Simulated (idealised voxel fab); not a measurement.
process module | voxel ribs on slabs
cross-section cut | 285 nm wide | cells 5 nm
A cross-section is a grid of square cells, given in bands from the top down. A band is one or more rows of cells.
Each band's line starts with the height of the band's top and of its bottom, in nm. Then come its materials from left to right, each with its width in nm. One material with "throughout" fills the band from edge to edge. "air" is empty space.
Height 0 is the level under which the wafer as received is all one material. The lowest band goes on downwards, as in "0 down".
A width such as "30 to 40" changes by the same amount from each row of cells to the next, from the band's top row to its bottom row.
"no change" after a step means that no cell of the cross-section changed.
closed voids: empty space of 8 cells or more with no open way to the top, each as width x height at its distance from the left edge, in nm
after a step's settings: what the simulator itself notes on the step
overlay nm, on a step with a mask: how far to the right of its planned place the mask lay; to the left if negative
plan
1 op RECEIVE | material Si
2 op DIRECTIONAL_DEP | material SiO2 | thk nm 20
3 op DIRECTIONAL_DEP | material polySi | thk nm 25
4 op PATTERN | tone cover | mask id RIB | material resist | width nm 30 | thk nm 15 | overlay nm 0
5 op DIRECTIONAL_ETCH | etch materials polySi | depth nm 10
6 op STRIP | etch materials resist
7 op DIRECTIONAL_DEP | material aC | thk nm 10
8 op PATTERN | tone cover | mask id SLAB | material resist | width nm 90 | thk nm 30 | overlay nm -15
9 op DIRECTIONAL_ETCH | etch materials aC | depth nm 10
10 op STRIP | etch materials resist
11 op DIRECTIONAL_ETCH | etch materials polySi | depth nm 15
12 op STRIP | etch materials aC
13 op FILL_DEP | material SiO2 | thk nm 20
14 op CMP | height nm 60
15 op DIRECTIONAL_DEP | material W | thk nm 5
16 op MASKED_ETCH | tone cover | mask id HEATER | width nm 40 | etch materials W | depth nm 5 | overlay nm 0
17 op CONFORMAL_DEP | material SiO2 | thk nm 10
varied across the wafers: overlay nm of step 8. The plan shows the first wafer's value. All wafers start alike
first wafer as received, after step 1
  0 down: Si throughout
  closed voids: none
first wafer at the end, after step 17
  75 to 70: air 110 | SiO2 60 | air 115
  70 to 65: SiO2 throughout
  65 to 60: SiO2 120 | W 40 | SiO2 125
  60 to 45: SiO2 throughout
  45 to 35: SiO2 125 | polySi 30 | SiO2 130
  35 to 20: SiO2 80 | polySi 90 | SiO2 115
  20 to 0: SiO2 throughout
  0 down: Si throughout
  closed voids: none
last wafer at the end
  75 to 70: air 110 | SiO2 60 | air 115
  70 to 65: SiO2 throughout
  65 to 60: SiO2 120 | W 40 | SiO2 125
  60 to 45: SiO2 throughout
  45 to 35: SiO2 125 | polySi 30 | SiO2 130
  35 to 20: SiO2 110 | polySi 90 | SiO2 85
  20 to 0: SiO2 throughout
  0 down: Si throughout
  closed voids: none
each wafer at the end: cells of each material gained (+) or lost (-) since it was received, then its closed voids
overlay nm -15 | +736 SiO2 | +8 W | +66 polySi | closed voids: none
overlay nm -10 | +736 SiO2 | +8 W | +66 polySi | closed voids: none
overlay nm -5 | +736 SiO2 | +8 W | +66 polySi | closed voids: none
overlay nm 0 | +736 SiO2 | +8 W | +66 polySi | closed voids: none
overlay nm 5 | +736 SiO2 | +8 W | +66 polySi | closed voids: none
overlay nm 10 | +736 SiO2 | +8 W | +66 polySi | closed voids: none
overlay nm 15 | +736 SiO2 | +8 W | +66 polySi | closed voids: none
